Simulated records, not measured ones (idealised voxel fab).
Documented hereafter: the process module known as voxel self aligned vias.
The cross-section shown here is cut; it is 210 nm wide and divided into square cells measuring 5 nm on a side.
Square cells in a grid make up a cross-section in this document, and the grid is given as bands, listed from the top down, each one or more rows of cells. First you get the band's top height and its bottom height, in nm, and then the materials it's made of, left to right, with each width in nm. If you see a single material with "everywhere", that one covers the band edge to edge. "blank" is empty space. Height is counted from the level 0, under which the received wafer is composed throughout of one material. The lowest of the bands is not closed at the bottom but continues downward, in the notation "0 nm and below". Graded width ("30->40"): value in top row of band = first number; value in bottom row = second number; row-to-row change constant. Reading "identical to before" for a step: not a cell of the cross-section changed in it. What "Closed cavities" gives you is every empty space of 8 cells or more that is cut off from the top. Each appears as width x height at distance, with the distance taken from the left edge and width, height and distance all in nm. Where a step's line continues beyond its settings, the continuation is a remark by the simulator itself on that step. overlay nm: right-of-plan distance of the mask on a masked step; negative values mean left-of-plan.

Listed below are the process steps as planned:
1,RECEIVE with material Si
2,CONFORMAL_DEP with material SiO2, thk nm 10
3,CONFORMAL_DEP with material SiCN, thk nm 5
4,DIRECTIONAL_DEP with material SiO2, thk nm 25
5,DIRECTIONAL_DEP with material aC, thk nm 15
6,PATTERN with tone open, mask id LINES, material resist, width nm 20, pitch nm 65, thk nm 30, overlay nm 0
7,DIRECTIONAL_ETCH with etch materials aC, depth nm 15
8,STRIP with etch materials resist
9,DIRECTIONAL_ETCH with etch materials SiO2, depth nm 25
10,STRIP with etch materials aC
11,CONFORMAL_DEP with material TiN, thk nm 5
12,FILL_DEP with material Ru, thk nm 10
13,CMP with height nm 40
14,SELECTIVE_ETCH with etch materials W Ru TiN, depth nm 10
15,FILL_DEP with material SiN, thk nm 5
16,CMP with height nm 40
17,DIRECTIONAL_DEP with material SiO2, thk nm 20
18,MASKED_ETCH with tone open, mask id VIAS, width nm 40, pitch nm 130, etch materials SiO2, depth nm 20, overlay nm 0
19,MASKED_ETCH with tone open, mask id VIAS, width nm 40, pitch nm 130, etch materials SiN, depth nm 10, overlay nm 0
20,CONFORMAL_DEP with material TiN, thk nm 5
21,FILL_DEP with material Cu, thk nm 10
22,CMP with height nm 60
23,CONFORMAL_DEP with material SiCN, thk nm 5

This is the cross-section of the wafer as we received it, i.e. after step 1:
- 0 nm and below: Si everywhere
- Closed cavities: none

A wafer at the end: this start, this plan, one mistake:
- 65 nm to 60 nm: SiCN everywhere
- 60 nm to 45 nm: SiO2=20  TiN=5  Cu=30  TiN=5  SiO2=90  TiN=5  Cu=30  TiN=5  SiO2=20
- 45 nm to 40 nm: SiO2=20  TiN=40  SiO2=90  TiN=40  SiO2=20
- 40 nm to 35 nm: SiCN everywhere
- 35 nm to 0 nm: SiO2 everywhere
- 0 nm and below: Si everywhere
- Closed cavities: none
What broke from the plan during processing? order of steps 3 and 4 inverted relative to the plan
